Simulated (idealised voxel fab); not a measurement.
Documented hereafter: the process module known as voxel self aligned contacts.
Shown is cross-section cut, with a width of 215 nm and square cells of size 5 nm.
In what follows, cross-sections appear as grids of square cells, described through bands that run from the top down, where every band is one or more rows of cells.
Top height, bottom height, nm. Materials left to right, width each, nm. Single material + "everywhere" = fills band edge to edge. "blank" = empty.
Height is counted from the level 0, under which the received wafer is composed throughout of one material. The lowest of the bands is not closed at the bottom but continues downward, in the notation "0 down".
Width "30 to 40": first value at the band's top row of cells, second value at its bottom row, equal change from row to row.
"identical to before" (step): cross-section cells unchanged, all of them.
Reported under the label "Closed internal cavities" are the empty spaces having no open way to the top and comprising 8 cells or more; the notation for each is width x height at distance, in which the distance is measured from the left edge and all three values are in nm.
On a step's line, text after the settings is the simulator commenting on that step.
Steps that use a mask can have "overlay nm" on their line. It says how far the mask sat to the right of where it was meant to be. Negative means to the left.

THE STEPS PLANNED FOR THE PROCESS ARE AS FOLLOWS
1. RECEIVE | material Si
2. CONFORMAL_DEP | material SiO2 | thk nm 5
3. DIRECTIONAL_DEP | material polySi | thk nm 20
4. DIRECTIONAL_DEP | material SiN | thk nm 25
5. MASKED_ETCH | tone cover | mask id GATE | width nm 25 | pitch nm 60 | etch materials SiN | depth nm 25 | overlay nm 0
6. MASKED_ETCH | tone cover | mask id GATE | width nm 25 | pitch nm 60 | etch materials polySi | depth nm 20 | overlay nm 0
7. CONFORMAL_DEP | material SiN | thk nm 10
8. DIRECTIONAL_ETCH | etch materials SiN | depth nm 10
9. FILL_DEP | material SiO2 | thk nm 10
10. CMP | height nm 55
11. DIRECTIONAL_DEP | material aC | thk nm 10
12. PATTERN | tone open | mask id CONTACT | material resist | width nm 45 | thk nm 30 | overlay nm 0
13. DIRECTIONAL_ETCH | etch materials aC | depth nm 10
14. STRIP | etch materials resist
15. DIRECTIONAL_ETCH | etch materials SiO2 | depth nm 55
16. STRIP | etch materials aC
17. CONFORMAL_DEP | material TiN | thk nm 5
18. FILL_DEP | material Ru | thk nm 5
19. CMP | height nm 55
20. CONFORMAL_DEP | material SiCN | thk nm 5

WAFER AS RECEIVED: CROSS-SECTION FOLLOWING STEP 1
	0 down | Si everywhere
	Closed internal cavities: none

SECTIONED VIEW, FIRST OF TWO WAFERS, AT THE CLOSE OF THE MODULE, PROCESSED AS INTENDED IN THE PLAN
	60 to 55 | SiCN everywhere
	55 to 50 | SiO2 85 nm / TiN 20 nm / Ru 5 nm / TiN 20 nm / SiO2 85 nm
	50 to 25 | SiO2 55 nm / SiN 45 nm / TiN 5 nm / Ru 5 nm / TiN 5 nm / SiN 45 nm / SiO2 55 nm
	25 to 5 | SiO2 55 nm / SiN 10 nm / polySi 25 nm / SiN 10 nm / TiN 5 nm / Ru 5 nm / TiN 5 nm / SiN 10 nm / polySi 25 nm / SiN 10 nm / SiO2 55 nm
	5 to 0 | SiO2 100 nm / TiN 15 nm / SiO2 100 nm
	0 down | Si everywhere
	Closed internal cavities: none

CROSS-SECTION, WAFER TWO OF TWO, END OF MODULE: SAME START AND PLAN AS WAFER ONE, ONE ERROR IN EXECUTION
	60 to 55 | SiCN everywhere
	55 to 50 | SiO2 55 nm / SiN 45 nm / TiN 15 nm / SiN 45 nm / SiO2 55 nm
	50 to 25 | SiN everywhere
	25 to 5 | polySi everywhere
	5 to 0 | SiO2 everywhere
	0 down | Si everywhere
	Closed internal cavities: none
So what did we get wrong on this run? step 4 of the plan was executed twice over
In the final state, the cell counts of the second wafer exceed or fall short of those of the first for the following materials: 10 fewer of Ru; 111 more of SiN; 207 fewer of SiO2; 26 fewer of TiN; 132 more of polySi
